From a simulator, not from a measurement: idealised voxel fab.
Process module heading - voxel self aligned vias
Square cells of 5 nm make up the cross-section cut, whose width is 235 nm.
Cross-section, as written here: a square-cell grid given band by band from the top down, where a band holds one or more rows of cells.
Band: top height; bottom height; in nm. Then, left to right: material with width in nm, for each material. "edge to edge": a single material spanning edge to edge. "empty": empty space.
Heights are expressed relative to 0, this being the level below which the as-received wafer comprises one material exclusively. The lowest band is unbounded in the downward direction and is denoted as in "0 down".
It should be noted that a width expressed as "30..40" varies in equal increments from row to row of cells within the band, taking the value of the first number at the top row and that of the second number at the bottom row.
The cross-section has no changed cell in any step marked "same as before".
Each empty space that has no open way to the top and spans at least 8 cells appears under "Voids lacking openings" as width x height at distance, the distance counted from the left edge, all in nm.
What comes after the settings on a step's line is commentary from the simulator itself on that step.
A step line may carry the setting "overlay nm", which, for steps involving a mask, states the distance by which the mask lay to the right of its intended position; negative values denote displacement to the left.

List of planned process steps:
1) RECEIVE,material Si
2) CONFORMAL_DEP,material SiO2,thk nm 10
3) CONFORMAL_DEP,material SiCN,thk nm 5
4) DIRECTIONAL_DEP,material SiO2,thk nm 20
5) MASKED_ETCH,tone open,mask id LINES,width nm 25,pitch nm 70,etch materials SiO2,depth nm 20,overlay nm 0
6) CONFORMAL_DEP,material TiN,thk nm 5
7) FILL_DEP,material W,thk nm 10
8) CMP,height nm 35
9) SELECTIVE_ETCH,etch materials W Ru TiN,depth nm 5
10) FILL_DEP,material SiN,thk nm 5
11) CMP,height nm 35
12) DIRECTIONAL_DEP,material SiO2,thk nm 15
13) MASKED_ETCH,tone open,mask id VIAS,width nm 45,pitch nm 70,etch materials SiO2,depth nm 15,overlay nm 0
14) MASKED_ETCH,tone open,mask id VIAS,width nm 45,pitch nm 70,etch materials SiN,depth nm 5,overlay nm 0
15) CONFORMAL_DEP,material TiN,thk nm 5
16) FILL_DEP,material W,thk nm 10
17) CMP,height nm 50
18) CONFORMAL_DEP,material SiN,thk nm 5

So this is the incoming wafer in cross-section - it's already been through step 1:
  0 down = Si edge to edge
  Voids lacking openings: none

The following cross-section depicts the wafer upon conclusion of the module. Processing commenced from the starting condition illustrated above and adhered to the plan illustrated above, save for one mistake in execution:
  55 to 50 = SiN edge to edge
  50 to 40 = SiO2 65 nm, then TiN 5 nm, then W 25 nm, then TiN 5 nm, then SiO2 35 nm, then TiN 5 nm, then W 25 nm, then TiN 5 nm, then SiO2 65 nm
  40 to 35 = SiO2 65 nm, then TiN 10 nm, then W 15 nm, then TiN 10 nm, then SiO2 35 nm, then TiN 10 nm, then W 15 nm, then TiN 10 nm, then SiO2 65 nm
  35 to 30 = SiO2 70 nm, then TiN 25 nm, then SiO2 45 nm, then TiN 25 nm, then SiO2 70 nm
  30 to 20 = SiO2 70 nm, then TiN 5 nm, then W 15 nm, then TiN 5 nm, then SiO2 45 nm, then TiN 5 nm, then W 15 nm, then TiN 5 nm, then SiO2 70 nm
  20 to 15 = SiO2 70 nm, then TiN 25 nm, then SiO2 45 nm, then TiN 25 nm, then SiO2 70 nm
  15 to 10 = SiCN edge to edge
  10 to 0 = SiO2 edge to edge
  0 down = Si edge to edge
  Voids lacking openings: none
In executing the process, a mistake was made relative to the plan: step 13 was not run as planned; what actually ran was MASKED_ETCH,tone open,mask id VIAS,width nm 35,pitch nm 70,etch materials SiO2,depth nm 15,overlay nm 0
